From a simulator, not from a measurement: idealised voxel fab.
A process module follows: voxel double patterning.
265 nm wide, 5 nm square cells: that's cross-section cut.
For the purposes of this document, a cross-section shall be understood as a grid of square cells, specified as bands listed in top-to-bottom order, each band consisting of one or more rows of cells.
Band entry format. Leading values: height of top, height of bottom, nm. Remainder: materials in left-to-right order, each with its width in nm. Special words: "full width" on a single material, which then fills the band edge to edge; "empty", empty space.
Zero point of the height axis is 0; under it, received wafer = one material. Lowest band: continues down indefinitely, "0 -> down".
A width given as "30 to 40" starts at the first number in the band's top row and ends at the second number in its bottom row, shifting by an equal amount at every step from row to row.
Basically "no alterations made" means that step didn't change any cell in the cross-section.
"Sealed internal cavities" contains a list of empty spaces, each no smaller than 8 cells and without an open way to the top, written in the form width x height at distance with the distance from the left edge and all three in nm.
Text after the settings on a step's line: the simulator's own remark on that step.
On any step carrying a mask, the "overlay nm" setting, if present on the step's line, tells how far right of its planned place the mask lay; negative values point to the left.
Process steps - plan:
1 RECEIVE,material Si
2 CONFORMAL_DEP,material SiO2,thk nm 5
3 DIRECTIONAL_DEP,material polySi,thk nm 20
4 DIRECTIONAL_DEP,material SiN,thk nm 5
5 PATTERN,tone open,mask id FIRST,material resist,width nm 15,pitch nm 50,thk nm 15,overlay nm 0
6 DIRECTIONAL_ETCH,etch materials SiN,depth nm 5
7 STRIP,etch materials resist
8 DIRECTIONAL_DEP,material aC,thk nm 10
9 PATTERN,tone open,mask id SECOND,material resist,width nm 15,pitch nm 50,thk nm 30,overlay nm 0
10 DIRECTIONAL_ETCH,etch materials aC,depth nm 10
11 STRIP,etch materials resist
12 DIRECTIONAL_ETCH,etch materials SiN,depth nm 5
13 STRIP,etch materials aC
14 DIRECTIONAL_ETCH,etch materials polySi,depth nm 20
15 STRIP,etch materials SiN
Every wafer here starts from the same state; it is the step 4 thk nm that distinguishes them, and the value the plan gives belongs to the first wafer.
Sectional view: first of several wafers, as received, after step 1:
0 -> down = Si full width
Sealed internal cavities: none
So in this table every wafer gets its own row, and what you see is where it stands at the end of the module: for each material, how many cells it picked up (+) or gave up (-) since we received it, and after that its closed voids:
thk nm 5; +53 SiO2; +152 polySi; Sealed internal cavities: none
thk nm 10; +53 SiO2; +212 polySi; Sealed internal cavities: none
thk nm 15; +53 SiO2; +212 polySi; Sealed internal cavities: none
thk nm 20; +53 SiO2; +212 polySi; Sealed internal cavities: none
